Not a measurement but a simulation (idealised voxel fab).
This is a process module. Its name is voxel released beams.
cross-section cut | 265 nm wide | cells 5 nm
Cross-section format: a grid of square cells, given as bands from top to bottom; each band is one or more rows of cells. Band: top and bottom heights (nm) first, top before bottom; then materials from left to right, widths in nm. "all across" marks a sole material filling the band edge to edge. "blank" denotes empty space. All heights in this document are referenced to 0, defined as the level beneath which the wafer, as received, consists entirely of one material. The lowest band is not bounded below; it extends indefinitely downward and is written in the form "0..down". The notation "30->40" denotes a width that varies across the rows of cells in the band, beginning at the first number in the top row, finishing at the second number in the bottom row, and changing by an identical amount from each row to the next. The designation "nothing changed", where it is given for a processing step, indicates that no cell of the cross-section was altered in the course of that step. For the entry "Sealed voids", the listed items are empty spaces with no open way to the top whose size is 8 cells or more; each item follows the pattern width x height at distance, where distance is from the left edge and all three are in nm. What comes after the settings on a step's line is commentary from the simulator itself on that step. On any step carrying a mask, the "overlay nm" setting, if present on the step's line, tells how far right of its planned place the mask lay; negative values point to the left.
[Process steps - plan]
1) RECEIVE [material Si]
2) CONFORMAL_DEP [material SiN] [thk nm 10]
3) DIRECTIONAL_DEP [material SiO2] [thk nm 15]
4) DIRECTIONAL_DEP [material aC] [thk nm 15]
5) PATTERN [tone open] [mask id ANCHOR] [material resist] [width nm 25] [thk nm 35] [overlay nm 0]
6) DIRECTIONAL_ETCH [etch materials aC] [depth nm 15]
7) STRIP [etch materials resist]
8) DIRECTIONAL_ETCH [etch materials SiO2] [depth nm 15]
9) STRIP [etch materials aC]
10) CONFORMAL_DEP [material polySi] [thk nm 10]
11) PATTERN [tone cover] [mask id BEAM] [material resist] [width nm 70] [thk nm 20] [overlay nm 0]
12) DIRECTIONAL_ETCH [etch materials polySi] [depth nm 10]
13) STRIP [etch materials resist]
14) STRIP [etch materials SiO2]
[Cross-section of the wafer upon arrival, representing the state reached after step 1]
	0..down | Si all across
	Sealed voids: none
[Starting structure and process plan are as shown above, but one mistake was made in running the module; the wafer cross-section at the end of the module follows]
	35..25 | blank (95); polySi (10); blank (5); polySi (55); blank (100)
	25..20 | blank (95); polySi (10); blank (5); polySi (10); blank (145)
	20..10 | blank (95); polySi (25); blank (145)
	10..0 | SiN all across
	0..down | Si all across
	Sealed voids: none
Deviation noted in wafer processing: step 5 was not run as planned; what actually ran was PATTERN [tone open] [mask id ANCHOR] [material resist] [width nm 25] [thk nm 35] [overlay nm -5]
